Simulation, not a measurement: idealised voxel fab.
process module | voxel air gaps
cross-section cut | 185 nm wide | cells 5 nm
A cross-section is a grid of square cells, given in bands from the top down. A band is one or more rows of cells.
Each band's line starts with the height of the band's top and of its bottom, in nm. Then come its materials from left to right, each with its width in nm. One material with "throughout" fills the band from edge to edge. "air" is empty space.
Height 0 is the level under which the wafer as received is all one material. The lowest band goes on downwards, as in "0 down".
A width such as "30 to 40" changes by the same amount from each row of cells to the next, from the band's top row to its bottom row.
"no change" after a step means that no cell of the cross-section changed.
closed voids: empty space of 8 cells or more with no open way to the top, each as width x height at its distance from the left edge, in nm
after a step's settings: what the simulator itself notes on the step
overlay nm, on a step with a mask: how far to the right of its planned place the mask lay; to the left if negative
plan
1 op RECEIVE | material Si
2 op CONFORMAL_DEP | material SiO2 | thk nm 15
3 op CONFORMAL_DEP | material SiN | thk nm 5
4 op DIRECTIONAL_DEP | material SiO2 | thk nm 40
5 op PATTERN | tone open | mask id LINES | material resist | width nm 25 | pitch nm 50 | thk nm 15 | overlay nm 0
6 op DIRECTIONAL_ETCH | etch materials SiO2 | depth nm 40
7 op STRIP | etch materials resist
8 op CONFORMAL_DEP | material TiN | thk nm 5
9 op FILL_DEP | material W | thk nm 10
10 op CMP | height nm 60
11 op EPI | material Ru | thk nm 10
12 op SELECTIVE_ETCH | etch materials SiO2 | depth nm 50
13 op CONFORMAL_DEP | material SiCN | thk nm 5
first wafer, as planned
as received, after step 1
  0 down: Si throughout
  closed voids: none
after step 2
  15 to 0: SiO2 throughout
  below 0: unchanged
after step 3
  20 to 15: SiN throughout
  below 15: unchanged
after step 4
  60 to 20: SiO2 throughout
  below 20: unchanged
after step 5
  75 to 60: resist 30 | air 25 | resist 25 | air 25 | resist 25 | air 25 | resist 30
  below 60: unchanged
after step 6
  75 to 60: resist 30 | air 25 | resist 25 | air 25 | resist 25 | air 25 | resist 30
  60 to 20: SiO2 30 | air 25 | SiO2 25 | air 25 | SiO2 25 | air 25 | SiO2 30
  below 20: unchanged
after step 7
  60 to 20: SiO2 30 | air 25 | SiO2 25 | air 25 | SiO2 25 | air 25 | SiO2 30
  below 20: unchanged
after step 8
  65 to 60: TiN 35 | air 15 | TiN 35 | air 15 | TiN 35 | air 15 | TiN 35
  60 to 25: SiO2 30 | TiN 5 | air 15 | TiN 5 | SiO2 25 | TiN 5 | air 15 | TiN 5 | SiO2 25 | TiN 5 | air 15 | TiN 5 | SiO2 30
  25 to 20: SiO2 30 | TiN 25 | SiO2 25 | TiN 25 | SiO2 25 | TiN 25 | SiO2 30
  below 20: unchanged
after step 9
  75 to 65: W throughout
  65 to 60: TiN 35 | W 15 | TiN 35 | W 15 | TiN 35 | W 15 | TiN 35
  60 to 25: SiO2 30 | TiN 5 | W 15 | TiN 5 | SiO2 25 | TiN 5 | W 15 | TiN 5 | SiO2 25 | TiN 5 | W 15 | TiN 5 | SiO2 30
  below 25: unchanged
after step 10
  60 to 25: SiO2 30 | TiN 5 | W 15 | TiN 5 | SiO2 25 | TiN 5 | W 15 | TiN 5 | SiO2 25 | TiN 5 | W 15 | TiN 5 | SiO2 30
  below 25: unchanged
after step 11
  70 to 60: air 20 | Ru 45 | air 5 | Ru 45 | air 5 | Ru 45 | air 20
  below 60: unchanged
after step 12
  70 to 60: air 20 | Ru 45 | air 5 | Ru 45 | air 5 | Ru 45 | air 20
  60 to 25: air 30 | TiN 5 | W 15 | TiN 5 | air 25 | TiN 5 | W 15 | TiN 5 | air 25 | TiN 5 | W 15 | TiN 5 | air 30
  25 to 20: air 30 | TiN 25 | air 25 | TiN 25 | air 25 | TiN 25 | air 30
  below 20: unchanged
after step 13
  75 to 70: air 15 | SiCN 155 | air 15
  70 to 60: air 15 | SiCN 5 | Ru 45 | SiCN 5 | Ru 45 | SiCN 5 | Ru 45 | SiCN 5 | air 15
  60 to 55: air 15 | SiCN 15 | TiN 5 | W 15 | TiN 5 | SiCN 25 | TiN 5 | W 15 | TiN 5 | SiCN 25 | TiN 5 | W 15 | TiN 5 | SiCN 15 | air 15
  55 to 25: air 25 | SiCN 5 | TiN 5 | W 15 | TiN 5 | SiCN 5 | air 15 | SiCN 5 | TiN 5 | W 15 | TiN 5 | SiCN 5 | air 15 | SiCN 5 | TiN 5 | W 15 | TiN 5 | SiCN 5 | air 25
  25 to 20: SiCN 30 | TiN 25 | SiCN 25 | TiN 25 | SiCN 25 | TiN 25 | SiCN 30
  below 20: unchanged
  closed voids: 15 x 30 at 60; 15 x 30 at 110
second wafer: like start, like plan, one mistake. Through step 4 it matches the first wafer
when step 5 should have ended
  75 to 60: resist 35 | air 25 | resist 25 | air 25 | resist 25 | air 25 | resist 25
  below 60: unchanged
when step 6 should have ended
  75 to 60: resist 35 | air 25 | resist 25 | air 25 | resist 25 | air 25 | resist 25
  60 to 20: SiO2 35 | air 25 | SiO2 25 | air 25 | SiO2 25 | air 25 | SiO2 25
  below 20: unchanged
when step 7 should have ended
  60 to 20: SiO2 35 | air 25 | SiO2 25 | air 25 | SiO2 25 | air 25 | SiO2 25
  below 20: unchanged
when step 8 should have ended
  65 to 60: TiN 40 | air 15 | TiN 35 | air 15 | TiN 35 | air 15 | TiN 30
  60 to 25: SiO2 35 | TiN 5 | air 15 | TiN 5 | SiO2 25 | TiN 5 | air 15 | TiN 5 | SiO2 25 | TiN 5 | air 15 | TiN 5 | SiO2 25
  25 to 20: SiO2 35 | TiN 25 | SiO2 25 | TiN 25 | SiO2 25 | TiN 25 | SiO2 25
  below 20: unchanged
when step 9 should have ended
  75 to 65: W throughout
  65 to 60: TiN 40 | W 15 | TiN 35 | W 15 | TiN 35 | W 15 | TiN 30
  60 to 25: SiO2 35 | TiN 5 | W 15 | TiN 5 | SiO2 25 | TiN 5 | W 15 | TiN 5 | SiO2 25 | TiN 5 | W 15 | TiN 5 | SiO2 25
  below 25: unchanged
when step 10 should have ended
  60 to 25: SiO2 35 | TiN 5 | W 15 | TiN 5 | SiO2 25 | TiN 5 | W 15 | TiN 5 | SiO2 25 | TiN 5 | W 15 | TiN 5 | SiO2 25
  below 25: unchanged
when step 11 should have ended
  70 to 60: air 25 | Ru 45 | air 5 | Ru 45 | air 5 | Ru 45 | air 15
  below 60: unchanged
when step 12 should have ended
  70 to 60: air 25 | Ru 45 | air 5 | Ru 45 | air 5 | Ru 45 | air 15
  60 to 25: air 35 | TiN 5 | W 15 | TiN 5 | air 25 | TiN 5 | W 15 | TiN 5 | air 25 | TiN 5 | W 15 | TiN 5 | air 25
  25 to 20: air 35 | TiN 25 | air 25 | TiN 25 | air 25 | TiN 25 | air 25
  below 20: unchanged
when step 13 should have ended
  75 to 70: air 20 | SiCN 155 | air 10
  70 to 60: air 20 | SiCN 5 | Ru 45 | SiCN 5 | Ru 45 | SiCN 5 | Ru 45 | SiCN 5 | air 10
  60 to 55: air 20 | SiCN 15 | TiN 5 | W 15 | TiN 5 | SiCN 25 | TiN 5 | W 15 | TiN 5 | SiCN 25 | TiN 5 | W 15 | TiN 5 | SiCN 15 | air 10
  55 to 25: air 30 | SiCN 5 | TiN 5 | W 15 | TiN 5 | SiCN 5 | air 15 | SiCN 5 | TiN 5 | W 15 | TiN 5 | SiCN 5 | air 15 | SiCN 5 | TiN 5 | W 15 | TiN 5 | SiCN 5 | air 20
  25 to 20: SiCN 35 | TiN 25 | SiCN 25 | TiN 25 | SiCN 25 | TiN 25 | SiCN 25
  below 20: unchanged
  closed voids: 15 x 30 at 65; 15 x 30 at 115
what went wrong: step 5 ran as: op PATTERN | tone open | mask id LINES | material resist | width nm 25 | pitch nm 50 | thk nm 15 | overlay nm 5
at the end the second wafer has, in cells: as many of each material as the first, in other places
